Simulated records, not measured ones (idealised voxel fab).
You're looking at the process module voxel wiring stack.
For reference, the cross-section in this document is cut, with width 280 nm and square cells of 5 nm.
Cross-section = grid of square cells, listed top down in bands; band = one or more rows. Heads up on the band format: heights come first, top then bottom, in nm. After that it's the materials left to right, each with its width in nm. A single material flagged "full width" fills the whole band edge to edge, and "blank" means there's empty space there. It should be noted that heights are counted from 0, beneath which the wafer as supplied is of one material throughout, and that the lowest band possesses no lower boundary but continues downward, as written in "0 nm and below". It should be noted that a width expressed as "30->40" varies in equal increments from row to row of cells within the band, taking the value of the first number at the top row and that of the second number at the bottom row. Step marked "no alteration"? Then no cell in the cross-section changed in it. Empty spaces without an open route to the top, at least 8 cells in extent, make up the entry "Non-vented voids"; each is given as width x height at distance, where the distance is measured from the left edge, and all are in nm. It should be noted that, on the line of a given step, the content following the step's settings is a remark produced by the simulator itself with respect to that step. What "overlay nm" on a step's line means: if the step has a mask, that mask lay this far to the right of its planned place, or, when the value is negative, to the left.
## Planned process steps
1. RECEIVE,material Si
2. CONFORMAL_DEP,material SiO2,thk nm 10
3. CONFORMAL_DEP,material SiN,thk nm 5
4. DIRECTIONAL_DEP,material lowk,thk nm 15
5. DIRECTIONAL_DEP,material aC,thk nm 10
6. PATTERN,tone open,mask id METAL_1,material resist,width nm 25,pitch nm 40,thk nm 30,overlay nm 0
7. DIRECTIONAL_ETCH,etch materials aC,depth nm 10
8. STRIP,etch materials resist
9. DIRECTIONAL_ETCH,etch materials lowk,depth nm 15
10. DIRECTIONAL_ETCH,etch materials SiN,depth nm 5
11. STRIP,etch materials aC
12. CONFORMAL_DEP,material TiN,thk nm 5
13. FILL_DEP,material Cu,thk nm 5
14. CMP,height nm 30
15. CONFORMAL_DEP,material SiCN,thk nm 5
16. DIRECTIONAL_DEP,material lowk,thk nm 20
17. DIRECTIONAL_DEP,material aC,thk nm 15
18. PATTERN,tone open,mask id PLUG_1,material resist,width nm 15,pitch nm 40,thk nm 35,overlay nm 0
19. DIRECTIONAL_ETCH,etch materials aC,depth nm 15
20. STRIP,etch materials resist
21. DIRECTIONAL_ETCH,etch materials lowk,depth nm 20
22. DIRECTIONAL_ETCH,etch materials SiCN,depth nm 5
23. STRIP,etch materials aC
24. CONFORMAL_DEP,material TiN,thk nm 5
25. FILL_DEP,material Ru,thk nm 5
26. CMP,height nm 55
27. CONFORMAL_DEP,material SiCN,thk nm 5
28. DIRECTIONAL_DEP,material lowk,thk nm 25
29. MASKED_ETCH,tone open,mask id METAL_2,width nm 25,pitch nm 40,etch materials lowk,depth nm 25,overlay nm 0
30. MASKED_ETCH,tone open,mask id METAL_2,width nm 25,pitch nm 40,etch materials SiCN,depth nm 5,overlay nm 0
31. CONFORMAL_DEP,material TiN,thk nm 5
32. FILL_DEP,material Cu,thk nm 5
33. CMP,height nm 85
34. CONFORMAL_DEP,material SiN,thk nm 5
## Cross-section of the wafer upon arrival, representing the state reached after step 1
> 0 nm and below = Si full width
> Non-vented voids: none
## The first of the two wafers as seen in cross-section once the module was finished; processing followed the plan
> 90 nm to 85 nm = SiN full width
> 85 nm to 60 nm = lowk: 105 | TiN: 5 | Cu: 15 | TiN: 5 | lowk: 15 | TiN: 5 | Cu: 15 | TiN: 5 | lowk: 110
> 60 nm to 55 nm = SiCN: 105 | TiN: 25 | SiCN: 15 | TiN: 25 | SiCN: 110
> 55 nm to 35 nm = lowk: 105 | TiN: 5 | Ru: 5 | TiN: 5 | lowk: 25 | TiN: 5 | Ru: 5 | TiN: 5 | lowk: 120
> 35 nm to 30 nm = SiCN: 105 | TiN: 15 | SiCN: 25 | TiN: 15 | SiCN: 120
> 30 nm to 15 nm = lowk: 105 | TiN: 5 | Cu: 15 | TiN: 5 | lowk: 15 | TiN: 5 | Cu: 15 | TiN: 5 | lowk: 110
> 15 nm to 10 nm = SiN: 105 | TiN: 25 | SiN: 15 | TiN: 25 | SiN: 110
> 10 nm to 0 nm = SiO2 full width
> 0 nm and below = Si full width
> Non-vented voids: none
## Presented here is a cross-section of the second of the two wafers as it stood at the end of the module. It was started in the same manner and assigned the same plan as the first wafer; however, one mistake was made in its execution
> 90 nm to 85 nm = SiN full width
> 85 nm to 65 nm = lowk: 105 | TiN: 5 | Cu: 15 | TiN: 5 | lowk: 15 | TiN: 5 | Cu: 15 | TiN: 5 | lowk: 110
> 65 nm to 60 nm = SiCN: 105 | TiN: 25 | SiCN: 15 | TiN: 25 | SiCN: 110
> 60 nm to 55 nm = TiN: 110 | Ru: 5 | TiN: 35 | Ru: 5 | TiN: 125
> 55 nm to 35 nm = lowk: 105 | TiN: 5 | Ru: 5 | TiN: 5 | lowk: 25 | TiN: 5 | Ru: 5 | TiN: 5 | lowk: 120
> 35 nm to 30 nm = SiCN: 105 | TiN: 15 | SiCN: 25 | TiN: 15 | SiCN: 120
> 30 nm to 15 nm = lowk: 105 | TiN: 5 | Cu: 15 | TiN: 5 | lowk: 15 | TiN: 5 | Cu: 15 | TiN: 5 | lowk: 110
> 15 nm to 10 nm = SiN: 105 | TiN: 25 | SiN: 15 | TiN: 25 | SiN: 110
> 10 nm to 0 nm = SiO2 full width
> 0 nm and below = Si full width
> Non-vented voids: none
Heads up, the wafer didn't run the way we planned it: step 26 went in with a setting other than planned; the actual run was CMP,height nm 60
Wrapping up, a cell-based count of both wafers puts the second over or under the first for these materials: 6 fewer of Cu, 2 more of Ru, 50 more of TiN, 46 fewer of lowk
